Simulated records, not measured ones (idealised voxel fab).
process module | voxel self aligned contacts
cross-section cut | 185 nm wide | cells 5 nm
A cross-section is a grid of square cells, given in bands from the top down. A band is one or more rows of cells.
Each band's line starts with the height of the band's top and of its bottom, in nm. Then come its materials from left to right, each with its width in nm. One material with "throughout" fills the band from edge to edge. "air" is empty space.
Height 0 is the level under which the wafer as received is all one material. The lowest band goes on downwards, as in "0 down".
A width such as "30 to 40" changes by the same amount from each row of cells to the next, from the band's top row to its bottom row.
"no change" after a step means that no cell of the cross-section changed.
closed voids: empty space of 8 cells or more with no open way to the top, each as width x height at its distance from the left edge, in nm
after a step's settings: what the simulator itself notes on the step
overlay nm, on a step with a mask: how far to the right of its planned place the mask lay; to the left if negative
plan
1 op RECEIVE | material Si
2 op CONFORMAL_DEP | material SiO2 | thk nm 5
3 op DIRECTIONAL_DEP | material polySi | thk nm 30
4 op DIRECTIONAL_DEP | material SiN | thk nm 20
5 op PATTERN | tone cover | mask id GATE | material resist | width nm 25 | pitch nm 60 | thk nm 20 | overlay nm 0
6 op DIRECTIONAL_ETCH | etch materials SiN | depth nm 20
7 op DIRECTIONAL_ETCH | etch materials polySi | depth nm 30
8 op STRIP | etch materials resist
9 op CONFORMAL_DEP | material SiN | thk nm 10
10 op DIRECTIONAL_ETCH | etch materials SiN | depth nm 10
11 op FILL_DEP | material SiO2 | thk nm 20
12 op CMP | height nm 65
13 op PATTERN | tone open | mask id CONTACT | material resist | width nm 45 | thk nm 15 | overlay nm 0
14 op DIRECTIONAL_ETCH | etch materials SiO2 | depth nm 65
15 op STRIP | etch materials resist
16 op CONFORMAL_DEP | material TiN | thk nm 5
17 op FILL_DEP | material W | thk nm 5
18 op CMP | height nm 65
19 op CONFORMAL_DEP | material SiCN | thk nm 5
first wafer, as planned
as received, after step 1
  0 down: Si throughout
  closed voids: none
after step 2
  5 to 0: SiO2 throughout
  below 0: unchanged
after step 3
  35 to 5: polySi throughout
  below 5: unchanged
after step 4
  55 to 35: SiN throughout
  below 35: unchanged
after step 5
  75 to 55: air 50 | resist 25 | air 35 | resist 25 | air 50
  below 55: unchanged
after step 6
  75 to 55: air 50 | resist 25 | air 35 | resist 25 | air 50
  55 to 35: air 50 | SiN 25 | air 35 | SiN 25 | air 50
  below 35: unchanged
after step 7
  75 to 55: air 50 | resist 25 | air 35 | resist 25 | air 50
  55 to 35: air 50 | SiN 25 | air 35 | SiN 25 | air 50
  35 to 5: air 50 | polySi 25 | air 35 | polySi 25 | air 50
  below 5: unchanged
after step 8
  55 to 35: air 50 | SiN 25 | air 35 | SiN 25 | air 50
  below 35: unchanged
after step 9
  65 to 35: air 40 | SiN 45 | air 15 | SiN 45 | air 40
  35 to 15: air 40 | SiN 10 | polySi 25 | SiN 10 | air 15 | SiN 10 | polySi 25 | SiN 10 | air 40
  15 to 5: SiN 50 | polySi 25 | SiN 35 | polySi 25 | SiN 50
  below 5: unchanged
after step 10
  55 to 35: air 40 | SiN 45 | air 15 | SiN 45 | air 40
  35 to 5: air 40 | SiN 10 | polySi 25 | SiN 10 | air 15 | SiN 10 | polySi 25 | SiN 10 | air 40
  below 5: unchanged
after step 11
  75 to 55: SiO2 throughout
  55 to 35: SiO2 40 | SiN 45 | SiO2 15 | SiN 45 | SiO2 40
  35 to 5: SiO2 40 | SiN 10 | polySi 25 | SiN 10 | SiO2 15 | SiN 10 | polySi 25 | SiN 10 | SiO2 40
  below 5: unchanged
after step 12
  65 to 55: SiO2 throughout
  below 55: unchanged
after step 13
  80 to 65: resist 70 | air 45 | resist 70
  below 65: unchanged
after step 14
  80 to 65: resist 70 | air 45 | resist 70
  65 to 55: SiO2 70 | air 45 | SiO2 70
  55 to 35: SiO2 40 | SiN 45 | air 15 | SiN 45 | SiO2 40
  35 to 5: SiO2 40 | SiN 10 | polySi 25 | SiN 10 | air 15 | SiN 10 | polySi 25 | SiN 10 | SiO2 40
  5 to 0: SiO2 85 | air 15 | SiO2 85
  below 0: unchanged
after step 15
  65 to 55: SiO2 70 | air 45 | SiO2 70
  below 55: unchanged
after step 16
  70 to 65: TiN 75 | air 35 | TiN 75
  65 to 55: SiO2 70 | TiN 5 to 20 | air 35 to 5 | TiN 5 to 20 | SiO2 70
  55 to 35: SiO2 40 | SiN 45 | TiN 5 | air 5 | TiN 5 | SiN 45 | SiO2 40
  35 to 5: SiO2 40 | SiN 10 | polySi 25 | SiN 10 | TiN 5 | air 5 | TiN 5 | SiN 10 | polySi 25 | SiN 10 | SiO2 40
  5 to 0: SiO2 85 | TiN 15 | SiO2 85
  below 0: unchanged
after step 17
  75 to 70: W throughout
  70 to 65: TiN 75 | W 35 | TiN 75
  65 to 55: SiO2 70 | TiN 5 to 20 | W 35 to 5 | TiN 5 to 20 | SiO2 70
  55 to 35: SiO2 40 | SiN 45 | TiN 5 | W 5 | TiN 5 | SiN 45 | SiO2 40
  35 to 5: SiO2 40 | SiN 10 | polySi 25 | SiN 10 | TiN 5 | W 5 | TiN 5 | SiN 10 | polySi 25 | SiN 10 | SiO2 40
  below 5: unchanged
after step 18
  65 to 55: SiO2 70 | TiN 5 to 20 | W 35 to 5 | TiN 5 to 20 | SiO2 70
  below 55: unchanged
after step 19
  70 to 65: SiCN throughout
  below 65: unchanged
second wafer: like start, like plan, one mistake. Through step 4 it matches the first wafer
when step 5 should have ended
  75 to 55: air 45 | resist 25 | air 35 | resist 25 | air 55
  below 55: unchanged
when step 6 should have ended
  75 to 55: air 45 | resist 25 | air 35 | resist 25 | air 55
  55 to 35: air 45 | SiN 25 | air 35 | SiN 25 | air 55
  below 35: unchanged
when step 7 should have ended
  75 to 55: air 45 | resist 25 | air 35 | resist 25 | air 55
  55 to 35: air 45 | SiN 25 | air 35 | SiN 25 | air 55
  35 to 5: air 45 | polySi 25 | air 35 | polySi 25 | air 55
  below 5: unchanged
when step 8 should have ended
  55 to 35: air 45 | SiN 25 | air 35 | SiN 25 | air 55
  below 35: unchanged
when step 9 should have ended
  65 to 35: air 35 | SiN 45 | air 15 | SiN 45 | air 45
  35 to 15: air 35 | SiN 10 | polySi 25 | SiN 10 | air 15 | SiN 10 | polySi 25 | SiN 10 | air 45
  15 to 5: SiN 45 | polySi 25 | SiN 35 | polySi 25 | SiN 55
  below 5: unchanged
when step 10 should have ended
  55 to 35: air 35 | SiN 45 | air 15 | SiN 45 | air 45
  35 to 5: air 35 | SiN 10 | polySi 25 | SiN 10 | air 15 | SiN 10 | polySi 25 | SiN 10 | air 45
  below 5: unchanged
when step 11 should have ended
  75 to 55: SiO2 throughout
  55 to 35: SiO2 35 | SiN 45 | SiO2 15 | SiN 45 | SiO2 45
  35 to 5: SiO2 35 | SiN 10 | polySi 25 | SiN 10 | SiO2 15 | SiN 10 | polySi 25 | SiN 10 | SiO2 45
  below 5: unchanged
when step 12 should have ended
  65 to 55: SiO2 throughout
  below 55: unchanged
when step 13 should have ended
  80 to 65: resist 70 | air 45 | resist 70
  below 65: unchanged
when step 14 should have ended
  80 to 65: resist 70 | air 45 | resist 70
  65 to 55: SiO2 70 | air 45 | SiO2 70
  55 to 35: SiO2 35 | SiN 45 | air 15 | SiN 45 | SiO2 45
  35 to 5: SiO2 35 | SiN 10 | polySi 25 | SiN 10 | air 15 | SiN 10 | polySi 25 | SiN 10 | SiO2 45
  5 to 0: SiO2 80 | air 15 | SiO2 90
  below 0: unchanged
when step 15 should have ended
  65 to 55: SiO2 70 | air 45 | SiO2 70
  below 55: unchanged
when step 16 should have ended
  70 to 65: TiN 75 | air 35 | TiN 75
  65 to 55: SiO2 70 | TiN 5 to 15 | air 35 to 5 | TiN 5 to 25 | SiO2 70
  55 to 35: SiO2 35 | SiN 45 | TiN 5 | air 5 | TiN 5 | SiN 45 | SiO2 45
  35 to 5: SiO2 35 | SiN 10 | polySi 25 | SiN 10 | TiN 5 | air 5 | TiN 5 | SiN 10 | polySi 25 | SiN 10 | SiO2 45
  5 to 0: SiO2 80 | TiN 15 | SiO2 90
  below 0: unchanged
when step 17 should have ended
  75 to 70: W throughout
  70 to 65: TiN 75 | W 35 | TiN 75
  65 to 55: SiO2 70 | TiN 5 to 15 | W 35 to 5 | TiN 5 to 25 | SiO2 70
  55 to 35: SiO2 35 | SiN 45 | TiN 5 | W 5 | TiN 5 | SiN 45 | SiO2 45
  35 to 5: SiO2 35 | SiN 10 | polySi 25 | SiN 10 | TiN 5 | W 5 | TiN 5 | SiN 10 | polySi 25 | SiN 10 | SiO2 45
  below 5: unchanged
when step 18 should have ended
  65 to 55: SiO2 70 | TiN 5 to 15 | W 35 to 5 | TiN 5 to 25 | SiO2 70
  below 55: unchanged
when step 19 should have ended
  70 to 65: SiCN throughout
  below 65: unchanged
what went wrong: step 5 ran as: op PATTERN | tone cover | mask id GATE | material resist | width nm 25 | pitch nm 60 | thk nm 20 | overlay nm -5
at the end the second wafer has, in cells: as many of each material as the first, in other places
